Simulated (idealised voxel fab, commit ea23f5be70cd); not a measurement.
The process module presented herein is designated voxel ribs on slabs.
Cross-section cut spans 290 nm and uses square cells 5 nm in size.
A cross-section is written here as square cells arranged in a grid, and it is given in bands from the top down, each band taking up one or more rows of cells. Within each band entry, the heights of the top and of the bottom of the band appear first, in that order and in nm; the materials of the band then follow from left to right, each with its corresponding width in nm. The designation "edge to edge" on a single material indicates that it fills the band from edge to edge; the designation "empty" indicates empty space. Heights are expressed relative to 0, this being the level below which the as-received wafer comprises one material exclusively. The lowest band is unbounded in the downward direction and is denoted as in "0 down". The notation "30..40" denotes a width that varies across the rows of cells in the band, beginning at the first number in the top row, finishing at the second number in the bottom row, and changing by an identical amount from each row to the next. A step reported as "no modifications" is a step in which no cell of the cross-section changed. Entry "Enclosed void inventory" = empty spaces >= 8 cells with no open way to the top; each as width x height at distance, distance from left edge, all nm. On each step's line, the part that comes after the settings is the simulator's own comment on the step. overlay nm: for a step with a mask, the amount by which the mask lay right of where it was planned; a negative amount means left of it.

# Planned step list for the process
1 RECEIVE [material Si]
2 DIRECTIONAL_DEP [material SiO2] [thk nm 20]
3 DIRECTIONAL_DEP [material polySi] [thk nm 25]
4 DIRECTIONAL_DEP [material aC] [thk nm 10]
5 PATTERN [tone cover] [mask id RIB] [material resist] [width nm 20] [thk nm 25] [overlay nm 0]
6 DIRECTIONAL_ETCH [etch materials aC] [depth nm 10]
7 STRIP [etch materials resist]
8 DIRECTIONAL_ETCH [etch materials polySi] [depth nm 5]
9 STRIP [etch materials aC]
10 PATTERN [tone cover] [mask id SLAB] [material resist] [width nm 70] [thk nm 15] [overlay nm 0]
11 DIRECTIONAL_ETCH [etch materials polySi] [depth nm 20]
12 STRIP [etch materials resist]
13 FILL_DEP [material SiO2] [thk nm 30]
14 CMP [height nm 65]
15 DIRECTIONAL_DEP [material W] [thk nm 5]
16 MASKED_ETCH [tone cover] [mask id HEATER] [width nm 30] [etch materials W] [depth nm 5] [overlay nm 0]
17 CONFORMAL_DEP [material SiO2] [thk nm 5]

# Cross-sectional view of the wafer in its as-received condition, corresponding to the state after step 1
- 0 down  Si edge to edge
- Enclosed void inventory: none

# Module complete, cross-section. Starting point and plan per above. One mistake made in running the module
- 75 to 70  empty 125 | SiO2 40 | empty 125
- 70 to 65  SiO2 130 | W 30 | SiO2 130
- 65 to 45  SiO2 edge to edge
- 45 to 40  SiO2 135 | polySi 20 | SiO2 135
- 40 to 20  SiO2 105 | polySi 70 | SiO2 115
- 20 to 0  SiO2 edge to edge
- 0 down  Si edge to edge
- Enclosed void inventory: none
Deviation noted in wafer processing: step 10 ran as: PATTERN [tone cover] [mask id SLAB] [material resist] [width nm 70] [thk nm 15] [overlay nm -5]
